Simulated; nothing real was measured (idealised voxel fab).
Process module in this document: voxel gate over fins
We display cut, a cross-section 295 nm in width whose square cells are each 5 nm.
Reading order for cross-sections: top band down to bottom band. Underlying form: a grid of square cells. Band size: one or more rows of cells.
First you get the band's top height and its bottom height, in nm, and then the materials it's made of, left to right, with each width in nm. If you see a single material with "throughout", that one covers the band edge to edge. "blank" is empty space.
Convention: height 0 is the level below which the wafer, as received, is all one material. The lowest band does not terminate at the bottom but continues downward, represented as "top 0, no bottom".
Graded width ("30->40"): value in top row of band = first number; value in bottom row = second number; row-to-row change constant.
Take "stayed the same" at face value: in the step it is given for, the cross-section changed in none of its cells.
The label "Enclosed empty spaces" introduces a list of the empty spaces, 8 cells or larger, that have no open way up to the top; each entry in it reads width x height at distance, where the distance is taken from the left edge and all three are stated in nm.
That trailing text on a step's line, after the settings, is the simulator's own remark on the step.
Regarding "overlay nm": on a step with a mask, it is the distance the mask lay to the right of its planned place; a negative value places it to the left.
### List of planned process steps
1) RECEIVE, material Si
2) CONFORMAL_DEP, material SiN, thk nm 10
3) PATTERN, tone cover, mask id FINS, material resist, width nm 15, pitch nm 45, thk nm 15, overlay nm 0
4) DIRECTIONAL_ETCH, etch materials SiN, depth nm 10
5) DIRECTIONAL_ETCH, etch materials Si, depth nm 40
6) STRIP, etch materials resist
7) OXIDIZE, depth nm 5
8) FILL_DEP, material SiO2, thk nm 15
9) CMP, height nm 10
10) SELECTIVE_ETCH, etch materials SiO2, depth nm 25
11) STRIP, etch materials SiN
12) CONFORMAL_DEP, material HfO2, thk nm 5
13) CONFORMAL_DEP, material TiN, thk nm 5
14) CONFORMAL_DEP, material TiAl, thk nm 5
15) CONFORMAL_DEP, material TiN, thk nm 5
16) FILL_DEP, material W, thk nm 15
17) CMP, height nm 30
18) CONFORMAL_DEP, material SiCN, thk nm 5
### The following pertains to the first of two wafers, which was processed as planned
### Shown in cross-section is the wafer as received, that is, as it stands after step 1
  top 0, no bottom: Si throughout
  Enclosed empty spaces: none
### Step 2 complete: cross-section through the wafer
  top 10, bottom 0: SiN throughout
  Beneath the level 0, the cross-section is identical to its previous state.
### Step 3 complete: cross-section through the wafer
  top 25, bottom 10: blank (70) / resist (15) / blank (30) / resist (15) / blank (30) / resist (15) / blank (30) / resist (15) / blank (75)
  Beneath the level 10, the cross-section is identical to its previous state.
### Step 4 complete: cross-section through the wafer
  top 25, bottom 10: blank (70) / resist (15) / blank (30) / resist (15) / blank (30) / resist (15) / blank (30) / resist (15) / blank (75)
  top 10, bottom 0: blank (70) / SiN (15) / blank (30) / SiN (15) / blank (30) / SiN (15) / blank (30) / SiN (15) / blank (75)
  Beneath the level 0, the cross-section is identical to its previous state.
### Step 5 complete: cross-section through the wafer
  top 25, bottom 10: blank (70) / resist (15) / blank (30) / resist (15) / blank (30) / resist (15) / blank (30) / resist (15) / blank (75)
  top 10, bottom 0: blank (70) / SiN (15) / blank (30) / SiN (15) / blank (30) / SiN (15) / blank (30) / SiN (15) / blank (75)
  top 0, bottom -40: blank (70) / Si (15) / blank (30) / Si (15) / blank (30) / Si (15) / blank (30) / Si (15) / blank (75)
  Beneath the level -40, the cross-section is identical to its previous state.
### Step 6 complete: cross-section through the wafer
  top 10, bottom 0: blank (70) / SiN (15) / blank (30) / SiN (15) / blank (30) / SiN (15) / blank (30) / SiN (15) / blank (75)
  Beneath the level 0, the cross-section is identical to its previous state.
### Step 7 complete: cross-section through the wafer
  top 10, bottom 0: blank (70) / SiN (15) / blank (30) / SiN (15) / blank (30) / SiN (15) / blank (30) / SiN (15) / blank (75)
  top 0, bottom -40: blank (70) / SiO2 (5) / Si (5) / SiO2 (5) / blank (30) / SiO2 (5) / Si (5) / SiO2 (5) / blank (30) / SiO2 (5) / Si (5) / SiO2 (5) / blank (30) / SiO2 (5) / Si (5) / SiO2 (5) / blank (75)
  top -40, bottom -45: SiO2 (75) / Si (5) / SiO2 (40) / Si (5) / SiO2 (40) / Si (5) / SiO2 (40) / Si (5) / SiO2 (80)
  Beneath the level -45, the cross-section is identical to its previous state.
### Step 8 complete: cross-section through the wafer
  top 25, bottom 10: SiO2 throughout
  top 10, bottom 0: SiO2 (70) / SiN (15) / SiO2 (30) / SiN (15) / SiO2 (30) / SiN (15) / SiO2 (30) / SiN (15) / SiO2 (75)
  top 0, bottom -45: SiO2 (75) / Si (5) / SiO2 (40) / Si (5) / SiO2 (40) / Si (5) / SiO2 (40) / Si (5) / SiO2 (80)
  Beneath the level -45, the cross-section is identical to its previous state.
### Step 9 complete: cross-section through the wafer
  top 10, bottom 0: SiO2 (70) / SiN (15) / SiO2 (30) / SiN (15) / SiO2 (30) / SiN (15) / SiO2 (30) / SiN (15) / SiO2 (75)
  Beneath the level 0, the cross-section is identical to its previous state.
### Step 10 complete: cross-section through the wafer
  top 10, bottom 0: blank (70) / SiN (15) / blank (30) / SiN (15) / blank (30) / SiN (15) / blank (30) / SiN (15) / blank (75)
  top 0, bottom -15: blank (75) / Si (5) / blank (40) / Si (5) / blank (40) / Si (5) / blank (40) / Si (5) / blank (80)
  Beneath the level -15, the cross-section is identical to its previous state.
### Step 11 complete: cross-section through the wafer
  top 0, bottom -15: blank (75) / Si (5) / blank (40) / Si (5) / blank (40) / Si (5) / blank (40) / Si (5) / blank (80)
  Beneath the level -15, the cross-section is identical to its previous state.
### Step 12 complete: cross-section through the wafer
  top 5, bottom 0: blank (70) / HfO2 (15) / blank (30) / HfO2 (15) / blank (30) / HfO2 (15) / blank (30) / HfO2 (15) / blank (75)
  top 0, bottom -10: blank (70) / HfO2 (5) / Si (5) / HfO2 (5) / blank (30) / HfO2 (5) / Si (5) / HfO2 (5) / blank (30) / HfO2 (5) / Si (5) / HfO2 (5) / blank (30) / HfO2 (5) / Si (5) / HfO2 (5) / blank (75)
  top -10, bottom -15: HfO2 (75) / Si (5) / HfO2 (40) / Si (5) / HfO2 (40) / Si (5) / HfO2 (40) / Si (5) / HfO2 (80)
  Beneath the level -15, the cross-section is identical to its previous state.
### Step 13 complete: cross-section through the wafer
  top 10, bottom 5: blank (65) / TiN (25) / blank (20) / TiN (25) / blank (20) / TiN (25) / blank (20) / TiN (25) / blank (70)
  top 5, bottom 0: blank (65) / TiN (5) / HfO2 (15) / TiN (5) / blank (20) / TiN (5) / HfO2 (15) / TiN (5) / blank (20) / TiN (5) / HfO2 (15) / TiN (5) / blank (20) / TiN (5) / HfO2 (15) / TiN (5) / blank (70)
  top 0, bottom -5: blank (65) / TiN (5) / HfO2 (5) / Si (5) / HfO2 (5) / TiN (5) / blank (20) / TiN (5) / HfO2 (5) / Si (5) / HfO2 (5) / TiN (5) / blank (20) / TiN (5) / HfO2 (5) / Si (5) / HfO2 (5) / TiN (5) / blank (20) / TiN (5) / HfO2 (5) / Si (5) / HfO2 (5) / TiN (5) / blank (70)
  top -5, bottom -10: TiN (70) / HfO2 (5) / Si (5) / HfO2 (5) / TiN (30) / HfO2 (5) / Si (5) / HfO2 (5) / TiN (30) / HfO2 (5) / Si (5) / HfO2 (5) / TiN (30) / HfO2 (5) / Si (5) / HfO2 (5) / TiN (75)
  Beneath the level -10, the cross-section is identical to its previous state.
### Step 14 complete: cross-section through the wafer
  top 15, bottom 10: blank (60) / TiAl (35) / blank (10) / TiAl (35) / blank (10) / TiAl (35) / blank (10) / TiAl (35) / blank (65)
  top 10, bottom 5: blank (60) / TiAl (5) / TiN (25) / TiAl (5) / blank (10) / TiAl (5) / TiN (25) / TiAl (5) / blank (10) / TiAl (5) / TiN (25) / TiAl (5) / blank (10) / TiAl (5) / TiN (25) / TiAl (5) / blank (65)
  top 5, bottom 0: blank (60) / TiAl (5) / TiN (5) / HfO2 (15) / TiN (5) / TiAl (5) / blank (10) / TiAl (5) / TiN (5) / HfO2 (15) / TiN (5) / TiAl (5) / blank (10) / TiAl (5) / TiN (5) / HfO2 (15) / TiN (5) / TiAl (5) / blank (10) / TiAl (5) / TiN (5) / HfO2 (15) / TiN (5) / TiAl (5) / blank (65)
  top 0, bottom -5: TiAl (65) / TiN (5) / HfO2 (5) / Si (5) / HfO2 (5) / TiN (5) / TiAl (20) / TiN (5) / HfO2 (5) / Si (5) / HfO2 (5) / TiN (5) / TiAl (20) / TiN (5) / HfO2 (5) / Si (5) / HfO2 (5) / TiN (5) / TiAl (20) / TiN (5) / HfO2 (5) / Si (5) / HfO2 (5) / TiN (5) / TiAl (70)
  Beneath the level -5, the cross-section is identical to its previous state.
### Step 15 complete: cross-section through the wafer
  top 20, bottom 15: blank (55) / TiN (180) / blank (60)
  top 15, bottom 10: blank (55) / TiN (5) / TiAl (35) / TiN (10) / TiAl (35) / TiN (10) / TiAl (35) / TiN (10) / TiAl (35) / TiN (5) / blank (60)
  top 10, bottom 5: blank (55) / TiN (5) / TiAl (5) / TiN (25) / TiAl (5) / TiN (10) / TiAl (5) / TiN (25) / TiAl (5) / TiN (10) / TiAl (5) / TiN (25) / TiAl (5) / TiN (10) / TiAl (5) / TiN (25) / TiAl (5) / TiN (5) / blank (60)
  top 5, bottom 0: TiN (60) / TiAl (5) / TiN (5) / HfO2 (15) / TiN (5) / TiAl (5) / TiN (10) / TiAl (5) / TiN (5) / HfO2 (15) / TiN (5) / TiAl (5) / TiN (10) / TiAl (5) / TiN (5) / HfO2 (15) / TiN (5) / TiAl (5) / TiN (10) / TiAl (5) / TiN (5) / HfO2 (15) / TiN (5) / TiAl (5) / TiN (65)
  Beneath the level 0, the cross-section is identical to its previous state.
### Step 16 complete: cross-section through the wafer
  top 35, bottom 20: W throughout
  top 20, bottom 15: W (55) / TiN (180) / W (60)
  top 15, bottom 10: W (55) / TiN (5) / TiAl (35) / TiN (10) / TiAl (35) / TiN (10) / TiAl (35) / TiN (10) / TiAl (35) / TiN (5) / W (60)
  top 10, bottom 5: W (55) / TiN (5) / TiAl (5) / TiN (25) / TiAl (5) / TiN (10) / TiAl (5) / TiN (25) / TiAl (5) / TiN (10) / TiAl (5) / TiN (25) / TiAl (5) / TiN (10) / TiAl (5) / TiN (25) / TiAl (5) / TiN (5) / W (60)
  Beneath the level 5, the cross-section is identical to its previous state.
### Step 17 complete: cross-section through the wafer
  top 30, bottom 20: W throughout
  Beneath the level 20, the cross-section is identical to its previous state.
### Step 18 complete: cross-section through the wafer
  top 35, bottom 30: SiCN throughout
  Beneath the level 30, the cross-section is identical to its previous state.
### Wafer two. Identical start, identical plan. One mistake in execution. Identical history through step 12
Second wafer profile in section, at the moment step 13 of the plan was meant to be complete: stayed the same
### Second wafer profile in section, at the moment step 14 of the plan was meant to be complete
  top 10, bottom 5: blank (65) / TiAl (25) / blank (20) / TiAl (25) / blank (20) / TiAl (25) / blank (20) / TiAl (25) / blank (70)
  top 5, bottom 0: blank (65) / TiAl (5) / HfO2 (15) / TiAl (5) / blank (20) / TiAl (5) / HfO2 (15) / TiAl (5) / blank (20) / TiAl (5) / HfO2 (15) / TiAl (5) / blank (20) / TiAl (5) / HfO2 (15) / TiAl (5) / blank (70)
  top 0, bottom -5: blank (65) / TiAl (5) / HfO2 (5) / Si (5) / HfO2 (5) / TiAl (5) / blank (20) / TiAl (5) / HfO2 (5) / Si (5) / HfO2 (5) / TiAl (5) / blank (20) / TiAl (5) / HfO2 (5) / Si (5) / HfO2 (5) / TiAl (5) / blank (20) / TiAl (5) / HfO2 (5) / Si (5) / HfO2 (5) / TiAl (5) / blank (70)
  top -5, bottom -10: TiAl (70) / HfO2 (5) / Si (5) / HfO2 (5) / TiAl (30) / HfO2 (5) / Si (5) / HfO2 (5) / TiAl (30) / HfO2 (5) / Si (5) / HfO2 (5) / TiAl (30) / HfO2 (5) / Si (5) / HfO2 (5) / TiAl (75)
  Beneath the level -10, the cross-section is identical to its previous state.
### Second wafer profile in section, at the moment step 15 of the plan was meant to be complete
  top 15, bottom 10: blank (60) / TiN (35) / blank (10) / TiN (35) / blank (10) / TiN (35) / blank (10) / TiN (35) / blank (65)
  top 10, bottom 5: blank (60) / TiN (5) / TiAl (25) / TiN (5) / blank (10) / TiN (5) / TiAl (25) / TiN (5) / blank (10) / TiN (5) / TiAl (25) / TiN (5) / blank (10) / TiN (5) / TiAl (25) / TiN (5) / blank (65)
  top 5, bottom 0: blank (60) / TiN (5) / TiAl (5) / HfO2 (15) / TiAl (5) / TiN (5) / blank (10) / TiN (5) / TiAl (5) / HfO2 (15) / TiAl (5) / TiN (5) / blank (10) / TiN (5) / TiAl (5) / HfO2 (15) / TiAl (5) / TiN (5) / blank (10) / TiN (5) / TiAl (5) / HfO2 (15) / TiAl (5) / TiN (5) / blank (65)
  top 0, bottom -5: TiN (65) / TiAl (5) / HfO2 (5) / Si (5) / HfO2 (5) / TiAl (5) / TiN (20) / TiAl (5) / HfO2 (5) / Si (5) / HfO2 (5) / TiAl (5) / TiN (20) / TiAl (5) / HfO2 (5) / Si (5) / HfO2 (5) / TiAl (5) / TiN (20) / TiAl (5) / HfO2 (5) / Si (5) / HfO2 (5) / TiAl (5) / TiN (70)
  Beneath the level -5, the cross-section is identical to its previous state.
### Second wafer profile in section, at the moment step 16 of the plan was meant to be complete
  top 30, bottom 15: W throughout
  top 15, bottom 10: W (60) / TiN (35) / W (10) / TiN (35) / W (10) / TiN (35) / W (10) / TiN (35) / W (65)
  top 10, bottom 5: W (60) / TiN (5) / TiAl (25) / TiN (5) / W (10) / TiN (5) / TiAl (25) / TiN (5) / W (10) / TiN (5) / TiAl (25) / TiN (5) / W (10) / TiN (5) / TiAl (25) / TiN (5) / W (65)
  top 5, bottom 0: W (60) / TiN (5) / TiAl (5) / HfO2 (15) / TiAl (5) / TiN (5) / W (10) / TiN (5) / TiAl (5) / HfO2 (15) / TiAl (5) / TiN (5) / W (10) / TiN (5) / TiAl (5) / HfO2 (15) / TiAl (5) / TiN (5) / W (10) / TiN (5) / TiAl (5) / HfO2 (15) / TiAl (5) / TiN (5) / W (65)
  Beneath the level 0, the cross-section is identical to its previous state.
Second wafer profile in section, at the moment step 17 of the plan was meant to be complete: stayed the same
### Second wafer profile in section, at the moment step 18 of the plan was meant to be complete
  top 35, bottom 30: SiCN throughout
  Beneath the level 30, the cross-section is identical to its previous state.
Here's what went sideways: step 13 of the plan never got run, it was skipped over
In the final state, the cell counts of the second wafer exceed or fall short of those of the first for the following materials: 83 fewer of TiN; 83 more of W
